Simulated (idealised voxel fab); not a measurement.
Name of the process module below: voxel fin reveal
Cross-section cut: width 165 nm, square cells of 5 nm.
Think of the cross-section as a grid of square cells. We describe it in bands, top to bottom, and each band covers one or more rows of those cells.
For a band, the entry starts with two heights in nm, that of the top and then that of the bottom, and carries on with the band's materials in order from left to right, each alongside its width in nm; the word "everywhere" beside a single material means it fills the band edge to edge, and "air" means empty space.
Heads up on the height convention: 0 is the point under which the incoming wafer is all one material, and the lowest band has no bottom, it just keeps going down, like "0 -> down".
A two-number width, for instance "30..40", indicates that the width is equal to the first number in the top row of the band and to the second number in the bottom row, and that it changes by a constant amount per row of cells.
Take "same as before" at face value: in the step it is given for, the cross-section changed in none of its cells.
Look at "Closed internal cavities" for the closed voids: empty spaces with no open path to the top, sized 8 cells or up. Each is width x height at distance, distance from the left edge, all nm.
On a step's line, text after the settings is the simulator commenting on that step.
overlay nm: mask right of planned place by this much (step with mask). Neg. = left.

-- Process steps (planned)
1: RECEIVE: material Si
2: CONFORMAL_DEP: material SiN, thk nm 5
3: MASKED_ETCH: tone cover, mask id FINS, width nm 15, pitch nm 40, etch materials SiN, depth nm 5, overlay nm 0
4: MASKED_ETCH: tone cover, mask id FINS, width nm 15, pitch nm 40, etch materials Si, depth nm 40, overlay nm 0
5: OXIDIZE: depth nm 5
6: FILL_DEP: material SiO2, thk nm 10
7: CMP: height nm 5
8: SELECTIVE_ETCH: etch materials SiO2, depth nm 25
9: STRIP: etch materials SiN
10: CONFORMAL_DEP: material SiO2, thk nm 5

-- As-received wafer cross-section (after step 1)
0 -> down  Si everywhere
Closed internal cavities: none

-- Cross-sectional view of the first of the two wafers upon completion of the module, processed in accordance with the plan
5 -> 0  55 of air, 15 of SiO2, 25 of air, 15 of SiO2, 55 of air
0 -> -15  55 of air, 5 of SiO2, 5 of Si, 5 of SiO2, 25 of air, 5 of SiO2, 5 of Si, 5 of SiO2, 55 of air
-15 -> -45  60 of SiO2, 5 of Si, 35 of SiO2, 5 of Si, 60 of SiO2
-45 -> down  Si everywhere
Closed internal cavities: none

-- Here is the second of the two wafers cut open at the end of the module - same start, same plan as the first one, but we made one mistake running it
5 -> 0  55 of SiO2, 15 of air, 25 of SiO2, 15 of air, 55 of SiO2
0 -> -5  50 of Si, 25 of SiO2, 15 of Si, 25 of SiO2, 50 of Si
-5 -> down  Si everywhere
Closed internal cavities: none
Processing error: not per plan at step 3, really ran MASKED_ETCH: tone open, mask id FINS, width nm 15, pitch nm 40, etch materials SiN, depth nm 5, overlay nm 0
Final cells, second wafer relative to first, materials higher or lower: 269 more of Si; 167 fewer of SiO2
